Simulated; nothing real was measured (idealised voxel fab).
process module | voxel transistor to metal
cross-section cut | 275 nm wide | cells 5 nm
A cross-section is a grid of square cells, given in bands from the top down. A band is one or more rows of cells.
Each band's line starts with the height of the band's top and of its bottom, in nm. Then come its materials from left to right, each with its width in nm. One material with "throughout" fills the band from edge to edge. "air" is empty space.
Height 0 is the level under which the wafer as received is all one material. The lowest band goes on downwards, as in "0 down".
A width such as "30 to 40" changes by the same amount from each row of cells to the next, from the band's top row to its bottom row.
"no change" after a step means that no cell of the cross-section changed.
closed voids: empty space of 8 cells or more with no open way to the top, each as width x height at its distance from the left edge, in nm
after a step's settings: what the simulator itself notes on the step
overlay nm, on a step with a mask: how far to the right of its planned place the mask lay; to the left if negative
plan
1 op RECEIVE | material Si
2 op CONFORMAL_DEP | material SiO2 | thk nm 5
3 op CONFORMAL_DEP | material SiN | thk nm 10
4 op DIRECTIONAL_DEP | material aC | thk nm 15
5 op PATTERN | tone cover | mask id ACTIVE | material resist | width nm 85 | pitch nm 110 | thk nm 35 | overlay nm 0
6 op DIRECTIONAL_ETCH | etch materials aC | depth nm 15
7 op STRIP | etch materials resist
8 op DIRECTIONAL_ETCH | etch materials SiN | depth nm 10
9 op DIRECTIONAL_ETCH | etch materials SiO2 | depth nm 5
10 op DIRECTIONAL_ETCH | etch materials Si | depth nm 25
11 op STRIP | etch materials aC
12 op FILL_DEP | material SiO2 | thk nm 5
13 op CMP | height nm 15
14 op SELECTIVE_ETCH | etch materials SiO2 | depth nm 5
15 op STRIP | etch materials SiN
16 op SELECTIVE_ETCH | etch materials SiO2 | depth nm 5
17 op OXIDIZE | depth nm 5
18 op DIRECTIONAL_DEP | material polySi | thk nm 30
19 op DIRECTIONAL_DEP | material SiCN | thk nm 10
20 op MASKED_ETCH | tone cover | mask id GATE | width nm 15 | pitch nm 110 | etch materials SiCN | depth nm 20 | overlay nm 0
21 op MASKED_ETCH | tone cover | mask id GATE | width nm 15 | pitch nm 110 | etch materials polySi | depth nm 40 | overlay nm 0
22 op CONFORMAL_DEP | material SiN | thk nm 10
23 op DIRECTIONAL_ETCH | etch materials SiN | depth nm 10
24 op DIRECTIONAL_ETCH | etch materials SiO2 | depth nm 5
25 op DIRECTIONAL_ETCH | etch materials Si | depth nm 15
26 op EPI | material nSi | thk nm 20
27 op FILL_DEP | material SiO2 | thk nm 10
28 op CMP | height nm 40
29 op DIRECTIONAL_DEP | material SiO2 | thk nm 15
30 op PATTERN | tone open | mask id CONTACT | material resist | width nm 25 | thk nm 20 | overlay nm 0
31 op DIRECTIONAL_ETCH | etch materials SiO2 | depth nm 40
32 op STRIP | etch materials resist
33 op CONFORMAL_DEP | material TiN | thk nm 5
34 op FILL_DEP | material W | thk nm 5
35 op CMP | height nm 55
36 op DIRECTIONAL_DEP | material TiN | thk nm 5
37 op DIRECTIONAL_DEP | material Ru | thk nm 25
38 op MASKED_ETCH | tone cover | mask id METAL_1 | width nm 15 | etch materials Ru | depth nm 25 | overlay nm 0
39 op MASKED_ETCH | tone cover | mask id METAL_1 | width nm 15 | etch materials TiN | depth nm 5 | overlay nm 0
40 op CONFORMAL_DEP | material SiCN | thk nm 5
41 op FILL_DEP | material SiO2 | thk nm 5
42 op CMP | height nm 85
43 op CONFORMAL_DEP | material SiCN | thk nm 5
44 op DIRECTIONAL_DEP | material SiO2 | thk nm 30
45 op DIRECTIONAL_DEP | material aC | thk nm 15
46 op PATTERN | tone open | mask id METAL_2 | material resist | width nm 15 | pitch nm 110 | thk nm 30 | overlay nm 0
47 op DIRECTIONAL_ETCH | etch materials aC | depth nm 15
48 op STRIP | etch materials resist
49 op DIRECTIONAL_ETCH | etch materials SiO2 | depth nm 15
50 op STRIP | etch materials aC
51 op DIRECTIONAL_DEP | material aC | thk nm 15
52 op PATTERN | tone open | mask id METAL_2_HOLES | material resist | width nm 15 | pitch nm 110 | thk nm 35 | overlay nm 0
53 op DIRECTIONAL_ETCH | etch materials aC | depth nm 15
54 op STRIP | etch materials resist
55 op DIRECTIONAL_ETCH | etch materials SiO2 | depth nm 15
56 op DIRECTIONAL_ETCH | etch materials SiCN | depth nm 5
57 op STRIP | etch materials aC
58 op CONFORMAL_DEP | material TiN | thk nm 5
59 op FILL_DEP | material Ru | thk nm 5
60 op CMP | height nm 120
61 op CONFORMAL_DEP | material SiCN | thk nm 5
as received, after step 1
  0 down: Si throughout
  closed voids: none
first wafer at the end, as planned
  125 to 120: SiCN throughout
  120 to 90: SiO2 45 | TiN 5 | Ru 5 | TiN 5 | SiO2 95 | TiN 5 | Ru 5 | TiN 5 | SiO2 105
  90 to 85: SiCN 45 | TiN 15 | SiCN 95 | TiN 15 | SiCN 105
  85 to 60: SiO2 40 | SiCN 5 | Ru 15 | SiCN 5 | SiO2 35 | SiCN 5 | Ru 15 | SiCN 5 | SiO2 25 | SiCN 5 | Ru 15 | SiCN 5 | SiO2 35 | SiCN 5 | Ru 15 | SiCN 5 | SiO2 40
  60 to 55: SiCN 45 | TiN 15 | SiCN 45 | TiN 15 | SiCN 35 | TiN 15 | SiCN 45 | TiN 15 | SiCN 45
  55 to 45: SiO2 45 | TiN 5 | W 15 | TiN 5 | SiO2 25 | TiN 5 | W 15 | TiN 5 | SiO2 35 | TiN 5 | W 15 | TiN 5 | SiO2 25 | TiN 5 | W 15 | TiN 5 | SiO2 45
  45 to 40: SiO2 45 | TiN 5 | W 10 | TiN 10 | SiO2 25 | TiN 10 | W 10 | TiN 5 | SiO2 35 | TiN 5 | W 10 | TiN 10 | SiO2 25 | TiN 10 | W 10 | TiN 5 | SiO2 45
  40 to 30: SiO2 45 | TiN 5 | W 10 | TiN 5 | SiN 10 | SiCN 15 | SiN 10 | TiN 5 | W 10 | TiN 5 | SiO2 35 | TiN 5 | W 10 | TiN 5 | SiN 10 | SiCN 15 | SiN 10 | TiN 5 | W 10 | TiN 5 | SiO2 45
  30 to 20: SiO2 45 | TiN 5 | W 10 | TiN 5 | SiN 10 | polySi 15 | SiN 10 | TiN 5 | W 10 | TiN 5 | SiO2 35 | TiN 5 | W 10 | TiN 5 | SiN 10 | polySi 15 | SiN 10 | TiN 5 | W 10 | TiN 5 | SiO2 45
  20 to 15: SiO2 45 | TiN 20 | SiN 10 | polySi 15 | SiN 10 | TiN 20 | SiO2 35 | TiN 20 | SiN 10 | polySi 15 | SiN 10 | TiN 20 | SiO2 45
  15 to 5: SiO2 35 | nSi 30 | SiN 10 | polySi 15 | SiN 10 | nSi 30 | SiO2 15 | nSi 30 | SiN 10 | polySi 15 | SiN 10 | nSi 30 | SiO2 35
  5 to 0: SiO2 35 | SiN 10 | nSi 20 | SiN 10 | polySi 15 | SiN 10 | nSi 20 | SiN 10 | SiO2 15 | SiN 10 | nSi 20 | SiN 10 | polySi 15 | SiN 10 | nSi 20 | SiN 10 | SiO2 35
  0 to -5: SiO2 45 | nSi 20 | SiO2 35 | nSi 20 | SiO2 35 | nSi 20 | SiO2 35 | nSi 20 | SiO2 45
  -5 to -20: SiO2 40 | Si 5 | nSi 20 | Si 35 | nSi 20 | Si 5 | SiO2 25 | Si 5 | nSi 20 | Si 35 | nSi 20 | Si 5 | SiO2 40
  -20 to -25: SiO2 40 | Si 85 | SiO2 25 | Si 85 | SiO2 40
  -25 down: Si throughout
  closed voids: none
second wafer at the end: like start, like plan, one mistake
  125 to 120: SiCN throughout
  120 to 90: SiO2 45 | TiN 5 | Ru 5 | TiN 5 | SiO2 95 | TiN 5 | Ru 5 | TiN 5 | SiO2 105
  90 to 85: SiCN 45 | TiN 15 | SiCN 95 | TiN 15 | SiCN 105
  85 to 60: SiO2 40 | SiCN 5 | Ru 15 | SiCN 5 | SiO2 35 | SiCN 5 | Ru 15 | SiCN 5 | SiO2 25 | SiCN 5 | Ru 15 | SiCN 5 | SiO2 35 | SiCN 5 | Ru 15 | SiCN 5 | SiO2 40
  60 to 55: SiCN 45 | TiN 15 | SiCN 45 | TiN 15 | SiCN 35 | TiN 15 | SiCN 45 | TiN 15 | SiCN 45
  55 to 45: SiO2 45 | TiN 5 | W 15 | TiN 5 | SiO2 25 | TiN 5 | W 15 | TiN 5 | SiO2 35 | TiN 5 | W 15 | TiN 5 | SiO2 25 | TiN 5 | W 15 | TiN 5 | SiO2 45
  45 to 40: SiO2 45 | TiN 25 | SiO2 25 | TiN 25 | SiO2 35 | TiN 25 | SiO2 25 | TiN 25 | SiO2 45
  40 to 35: SiCN 75 | SiN 15 | SiCN 95 | SiN 15 | SiCN 75
  35 to 30: polySi 35 | SiCN 40 | SiN 15 | SiCN 40 | polySi 15 | SiCN 40 | SiN 15 | SiCN 40 | polySi 35
  30 to 5: polySi throughout
  5 to 0: SiO2 35 | polySi 95 | SiO2 15 | polySi 95 | SiO2 35
  0 to -5: SiO2 throughout
  -5 to -25: SiO2 40 | Si 85 | SiO2 25 | Si 85 | SiO2 40
  -25 down: Si throughout
  closed voids: none
what went wrong: step 20 ran as: op MASKED_ETCH | tone open | mask id GATE | width nm 15 | pitch nm 110 | etch materials SiCN | depth nm 20 | overlay nm 0
at the end the second wafer has, in cells: 48 more of Si | 69 more of SiCN | 60 fewer of SiN | 143 fewer of SiO2 | 40 fewer of TiN | 40 fewer of W | 128 fewer of nSi | 294 more of polySi
